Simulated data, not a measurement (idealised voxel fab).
Process module, titled voxel ribs on slabs
175 nm wide, 5 nm square cells: that's cross-section cut.
Each cross-section below is a grid of square cells, stated as bands in top-down order, with one or more rows of cells making up each band.
In this notation a band is specified by the heights of its top and bottom, in that order and in nm, after which its materials appear from left to right, each paired with its width in nm. The word "throughout" attached to a single material means that material fills the band from edge to edge; the word "blank" stands for empty space.
Counting heights begins at 0, where everything beneath is, in the wafer as received, one material. The lowest band has no bottom; it goes on downwards, as "0 down" shows.
You'd read "30 to 40" like this: the band's top row of cells is as wide as the first number, its bottom row is as wide as the second, and going down, every row changes width by the same amount as the row before did.
When a step is marked "no change", none of the cells in the cross-section changed during that step.
Enclosed voids (no open way to top), threshold 8 cells or more, entry "Sealed void inventory", notation width x height at distance, distance from left edge, nm.
Note: text after step settings on the step line = simulator remark on that step.
overlay nm: for a step with a mask, the amount by which the mask lay right of where it was planned; a negative amount means left of it.
STEPS PLANNED FOR THE PROCESS
1 RECEIVE: material Si
2 DIRECTIONAL_DEP: material SiO2, thk nm 30
3 DIRECTIONAL_DEP: material SiN, thk nm 20
4 PATTERN: tone cover, mask id RIB, material resist, width nm 25, thk nm 20, overlay nm 0
5 DIRECTIONAL_ETCH: etch materials SiN, depth nm 10
6 STRIP: etch materials resist
7 PATTERN: tone cover, mask id SLAB, material resist, width nm 65, thk nm 15, overlay nm 0
8 DIRECTIONAL_ETCH: etch materials SiN, depth nm 10
9 STRIP: etch materials resist
10 FILL_DEP: material SiO2, thk nm 20
11 CMP: height nm 65
12 DIRECTIONAL_DEP: material W, thk nm 10
13 MASKED_ETCH: tone cover, mask id HEATER, width nm 35, etch materials W, depth nm 10, overlay nm 0
14 CONFORMAL_DEP: material SiN, thk nm 5
DELIVERED WAFER IN CROSS-SECTION: STATE AFTER STEP 1
    0 down | Si throughout
    Sealed void inventory: none
THE PLAN ABOVE WAS CARRIED OUT ON THE STARTING STRUCTURE ABOVE WITH ONE MISTAKE, AND THIS CROSS-SECTION SHOWS THE WAFER AT THE END OF THE MODULE
    80 to 75 | blank: 60  SiN: 45  blank: 70
    75 to 70 | blank: 60  SiN: 5  W: 35  SiN: 5  blank: 70
    70 to 65 | SiN: 65  W: 35  SiN: 75
    65 to 50 | SiO2 throughout
    50 to 40 | SiO2: 75  SiN: 25  SiO2: 75
    40 to 30 | SiO2: 55  SiN: 65  SiO2: 55
    30 to 0 | SiO2 throughout
    0 down | Si throughout
    Sealed void inventory: none
Heads up, the wafer didn't run the way we planned it: step 13 ran as: MASKED_ETCH: tone cover, mask id HEATER, width nm 35, etch materials W, depth nm 10, overlay nm -5
